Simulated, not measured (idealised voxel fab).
Process module heading - voxel ribs on slabs
Each square cell in cross-section cut measures 5 nm, and the section as a whole is 190 nm wide.
A cross-section in this document is a grid of square cells, and it is written down as bands, the top band listed before the ones below it; a band is made up of one or more rows of cells. Band: top and bottom heights (nm) first, top before bottom; then materials from left to right, widths in nm. "full width" marks a sole material filling the band edge to edge. "empty" denotes empty space. Note: height 0 marks the level under which the wafer is uniformly one material as received. Lowest band unbounded below, written "0..down". You'd read "30..40" like this: the band's top row of cells is as wide as the first number, its bottom row is as wide as the second, and going down, every row changes width by the same amount as the row before did. Any step labelled "nothing changed" changed none of the cells in the cross-section. Empty spaces without an open route to the top, at least 8 cells in extent, make up the entry "Fully closed voids"; each is given as width x height at distance, where the distance is measured from the left edge, and all are in nm. That trailing text on a step's line, after the settings, is the simulator's own remark on the step. The setting "overlay nm" may be written on the line of a step. When the step uses a mask, the value reports how far to the right of the planned place the mask lay, and a negative value reports that it lay to the left.

Process steps - plan
1: RECEIVE | material Si
2: DIRECTIONAL_DEP | material SiO2 | thk nm 20
3: DIRECTIONAL_DEP | material SiN | thk nm 15
4: DIRECTIONAL_DEP | material aC | thk nm 10
5: PATTERN | tone cover | mask id RIB | material resist | width nm 20 | thk nm 25 | overlay nm 0
6: DIRECTIONAL_ETCH | etch materials aC | depth nm 10
7: STRIP | etch materials resist
8: DIRECTIONAL_ETCH | etch materials SiN | depth nm 10
9: STRIP | etch materials aC
10: MASKED_ETCH | tone cover | mask id SLAB | width nm 50 | etch materials SiN | depth nm 5 | overlay nm 0
11: FILL_DEP | material SiO2 | thk nm 20
12: CMP | height nm 45
13: DIRECTIONAL_DEP | material TiN | thk nm 5
14: MASKED_ETCH | tone cover | mask id HEATER | width nm 30 | etch materials TiN | depth nm 5 | overlay nm 0
15: CONFORMAL_DEP | material SiO2 | thk nm 5

Here's what the wafer looked like in cross-section when it arrived - that's after step 1
	0..down: Si full width
	Fully closed voids: none

End-of-module cross-section. Starting structure and process plan as above; one mistake made in running it
	55..50: empty: 75, then SiO2: 40, then empty: 75
	50..45: SiO2: 80, then TiN: 30, then SiO2: 80
	45..30: SiO2 full width
	30..20: SiO2: 85, then SiN: 20, then SiO2: 85
	20..15: SiO2: 70, then SiN: 50, then SiO2: 70
	15..0: SiO2 full width
	0..down: Si full width
	Fully closed voids: none
Heads up, the wafer didn't run the way we planned it: step 2 ran differently from the plan; actual operation with settings: DIRECTIONAL_DEP | material SiO2 | thk nm 15
